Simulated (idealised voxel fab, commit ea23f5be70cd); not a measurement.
process module | voxel self aligned contacts
cross-section cut | 195 nm wide | cells 5 nm
A cross-section is a grid of square cells, given in bands from the top down. A band is one or more rows of cells.
Each band's line starts with the height of the band's top and of its bottom, in nm. Then come its materials from left to right, each with its width in nm. One material with "throughout" fills the band from edge to edge. "air" is empty space.
Height 0 is the level under which the wafer as received is all one material. The lowest band goes on downwards, as in "0 down".
A width such as "30 to 40" changes by the same amount from each row of cells to the next, from the band's top row to its bottom row.
"no change" after a step means that no cell of the cross-section changed.
closed voids: empty space of 8 cells or more with no open way to the top, each as width x height at its distance from the left edge, in nm
after a step's settings: what the simulator itself notes on the step
overlay nm, on a step with a mask: how far to the right of its planned place the mask lay; to the left if negative
plan
1 op RECEIVE | material Si
2 op CONFORMAL_DEP | material SiO2 | thk nm 5
3 op DIRECTIONAL_DEP | material polySi | thk nm 30
4 op DIRECTIONAL_DEP | material SiN | thk nm 15
5 op PATTERN | tone cover | mask id GATE | material resist | width nm 30 | pitch nm 65 | thk nm 15 | overlay nm 0
6 op DIRECTIONAL_ETCH | etch materials SiN | depth nm 15
7 op DIRECTIONAL_ETCH | etch materials polySi | depth nm 30
8 op STRIP | etch materials resist
9 op CONFORMAL_DEP | material SiN | thk nm 5
10 op DIRECTIONAL_ETCH | etch materials SiN | depth nm 5
11 op FILL_DEP | material SiO2 | thk nm 15
12 op CMP | height nm 60
13 op MASKED_ETCH | tone open | mask id CONTACT | width nm 45 | pitch nm 65 | etch materials SiO2 | depth nm 60 | overlay nm 0
14 op CONFORMAL_DEP | material TiN | thk nm 5
15 op FILL_DEP | material Ru | thk nm 5
16 op CMP | height nm 60
17 op CONFORMAL_DEP | material SiCN | thk nm 5
as received, after step 1
  0 down: Si throughout
  closed voids: none
a wafer at the end: this start, this plan, one mistake
  65 to 60: SiCN throughout
  60 to 55: Ru 35 | TiN 5 | SiO2 45 | TiN 5 | Ru 10 | TiN 5 | SiO2 45 | TiN 5 | Ru 40
  55 to 50: Ru 5 | TiN 35 | SiO2 45 | TiN 20 | SiO2 45 | TiN 35 | Ru 10
  50 to 35: Ru 5 | TiN 5 | SiN 40 | SiO2 25 | SiN 40 | SiO2 25 | SiN 40 | TiN 5 | Ru 10
  35 to 5: Ru 5 | TiN 5 | SiN 5 | polySi 30 | SiN 5 | SiO2 25 | SiN 5 | polySi 30 | SiN 5 | SiO2 25 | SiN 5 | polySi 30 | SiN 5 | TiN 5 | Ru 10
  5 to 0: TiN 10 | SiO2 170 | TiN 15
  0 down: Si throughout
  closed voids: none
what went wrong: step 13 ran as: op MASKED_ETCH | tone cover | mask id CONTACT | width nm 45 | pitch nm 65 | etch materials SiO2 | depth nm 60 | overlay nm 0
